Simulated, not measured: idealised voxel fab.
process module | voxel transistor to metal
cross-section cut | 270 nm wide | cells 5 nm
A cross-section is a grid of square cells, given in bands from the top down. A band is one or more rows of cells.
Each band's line starts with the height of the band's top and of its bottom, in nm. Then come its materials from left to right, each with its width in nm. One material with "throughout" fills the band from edge to edge. "air" is empty space.
Height 0 is the level under which the wafer as received is all one material. The lowest band goes on downwards, as in "0 down".
A width such as "30 to 40" changes by the same amount from each row of cells to the next, from the band's top row to its bottom row.
"no change" after a step means that no cell of the cross-section changed.
closed voids: empty space of 8 cells or more with no open way to the top, each as width x height at its distance from the left edge, in nm
after a step's settings: what the simulator itself notes on the step
overlay nm, on a step with a mask: how far to the right of its planned place the mask lay; to the left if negative
plan
1 op RECEIVE | material Si
2 op OXIDIZE | depth nm 5
3 op CONFORMAL_DEP | material SiN | thk nm 15
4 op MASKED_ETCH | tone cover | mask id ACTIVE | width nm 105 | pitch nm 135 | etch materials SiN | depth nm 15 | overlay nm 0
5 op MASKED_ETCH | tone cover | mask id ACTIVE | width nm 105 | pitch nm 135 | etch materials SiO2 | depth nm 5 | overlay nm 0
6 op MASKED_ETCH | tone cover | mask id ACTIVE | width nm 105 | pitch nm 135 | etch materials Si | depth nm 35 | overlay nm 0
7 op OXIDIZE | depth nm 5
8 op FILL_DEP | material SiO2 | thk nm 15
9 op CMP | height nm 15
10 op SELECTIVE_ETCH | etch materials SiO2 | depth nm 15
11 op STRIP | etch materials SiN
12 op SELECTIVE_ETCH | etch materials SiO2 | depth nm 5
13 op OXIDIZE | depth nm 5
14 op DIRECTIONAL_DEP | material polySi | thk nm 25
15 op DIRECTIONAL_DEP | material SiCN | thk nm 15
16 op MASKED_ETCH | tone cover | mask id GATE | width nm 25 | pitch nm 135 | etch materials SiCN | depth nm 25 | overlay nm 0
17 op MASKED_ETCH | tone cover | mask id GATE | width nm 25 | pitch nm 135 | etch materials polySi | depth nm 35 | overlay nm 0
18 op CONFORMAL_DEP | material SiO2 | thk nm 5
19 op DIRECTIONAL_ETCH | etch materials SiO2 | depth nm 5
20 op CONFORMAL_DEP | material SiN | thk nm 10
21 op DIRECTIONAL_ETCH | etch materials SiN | depth nm 10
22 op DIRECTIONAL_ETCH | etch materials SiO2 | depth nm 5
23 op DIRECTIONAL_ETCH | etch materials Si | depth nm 5
24 op EPI | material pSi | thk nm 10
25 op FILL_DEP | material SiO2 | thk nm 10
26 op CMP | height nm 20
27 op STRIP | etch materials polySi
28 op SELECTIVE_ETCH | etch materials SiO2 | depth nm 5
29 op CONFORMAL_DEP | material HfO2 | thk nm 5
30 op CONFORMAL_DEP | material TiN | thk nm 5
31 op FILL_DEP | material W | thk nm 10
32 op CMP | height nm 15
33 op DIRECTIONAL_DEP | material SiO2 | thk nm 10
34 op DIRECTIONAL_DEP | material aC | thk nm 10
35 op PATTERN | tone open | mask id CONTACT | material resist | width nm 20 | thk nm 30 | overlay nm 0
36 op DIRECTIONAL_ETCH | etch materials aC | depth nm 10
37 op STRIP | etch materials resist
38 op DIRECTIONAL_ETCH | etch materials SiO2 | depth nm 30
39 op STRIP | etch materials aC
40 op CONFORMAL_DEP | material TiN | thk nm 5
41 op FILL_DEP | material W | thk nm 10
42 op CMP | height nm 25
43 op CONFORMAL_DEP | material SiN | thk nm 5
44 op DIRECTIONAL_DEP | material lowk | thk nm 25
45 op DIRECTIONAL_DEP | material aC | thk nm 15
46 op PATTERN | tone open | mask id METAL_1 | material resist | width nm 20 | thk nm 30 | overlay nm 0
47 op DIRECTIONAL_ETCH | etch materials aC | depth nm 15
48 op STRIP | etch materials resist
49 op DIRECTIONAL_ETCH | etch materials lowk | depth nm 25
50 op DIRECTIONAL_ETCH | etch materials SiN | depth nm 5
51 op STRIP | etch materials aC
52 op CONFORMAL_DEP | material TiN | thk nm 5
53 op FILL_DEP | material Cu | thk nm 5
54 op CMP | height nm 55
55 op EPI | material Ru | thk nm 5
56 op FILL_DEP | material SiCN | thk nm 5
as received, after step 1
  0 down: Si throughout
  closed voids: none
a wafer at the end: this start, this plan, one mistake
  65 to 60: SiCN throughout
  60 to 55: Ru 25 | SiCN 10 | Ru 65 | SiCN 10 | Ru 50 | SiCN 10 | Ru 65 | SiCN 10 | Ru 25
  55 to 30: Cu 15 | TiN 5 | lowk 20 | TiN 5 | Cu 45 | TiN 5 | lowk 20 | TiN 5 | Cu 30 | TiN 5 | lowk 20 | TiN 5 | Cu 45 | TiN 5 | lowk 20 | TiN 5 | Cu 15
  30 to 25: TiN 20 | SiN 20 | TiN 55 | SiN 20 | TiN 40 | SiN 20 | TiN 55 | SiN 20 | TiN 20
  25 to 15: SiO2 20 | TiN 5 | W 10 | TiN 5 | SiO2 55 | TiN 5 | W 10 | TiN 5 | SiO2 40 | TiN 5 | W 10 | TiN 5 | SiO2 55 | TiN 5 | W 10 | TiN 5 | SiO2 20
  15 to 5: SiO2 20 | TiN 5 | W 10 | TiN 5 | SiN 10 | HfO2 5 | TiN 5 | W 15 | TiN 5 | HfO2 5 | SiN 10 | TiN 5 | W 10 | TiN 5 | SiO2 40 | TiN 5 | W 10 | TiN 5 | SiN 10 | HfO2 5 | TiN 5 | W 15 | TiN 5 | HfO2 5 | SiN 10 | TiN 5 | W 10 | TiN 5 | SiO2 20
  5 to 0: SiO2 20 | TiN 20 | SiN 10 | HfO2 5 | TiN 5 | W 15 | TiN 5 | HfO2 5 | SiN 10 | TiN 20 | SiO2 40 | TiN 20 | SiN 10 | HfO2 5 | TiN 5 | W 15 | TiN 5 | HfO2 5 | SiN 10 | TiN 20 | SiO2 20
  0 to -5: SiO2 20 | TiN 10 | pSi 10 | SiN 10 | HfO2 5 | TiN 25 | HfO2 5 | SiN 10 | pSi 10 | TiN 10 | SiO2 40 | TiN 10 | pSi 10 | SiN 10 | HfO2 5 | TiN 25 | HfO2 5 | SiN 10 | pSi 10 | TiN 10 | SiO2 20
  -5 to -10: SiO2 15 | pSi 25 | SiO2 10 | HfO2 35 | SiO2 10 | pSi 25 | SiO2 30 | pSi 25 | SiO2 10 | HfO2 35 | SiO2 10 | pSi 25 | SiO2 15
  -10 to -15: SiO2 20 | pSi 20 | Si 55 | pSi 20 | SiO2 40 | pSi 20 | Si 55 | pSi 20 | SiO2 20
  -15 to -45: SiO2 20 | Si 95 | SiO2 40 | Si 95 | SiO2 20
  -45 down: Si throughout
  closed voids: none
what went wrong: step 46 ran as: op PATTERN | tone cover | mask id METAL_1 | material resist | width nm 20 | thk nm 30 | overlay nm 0
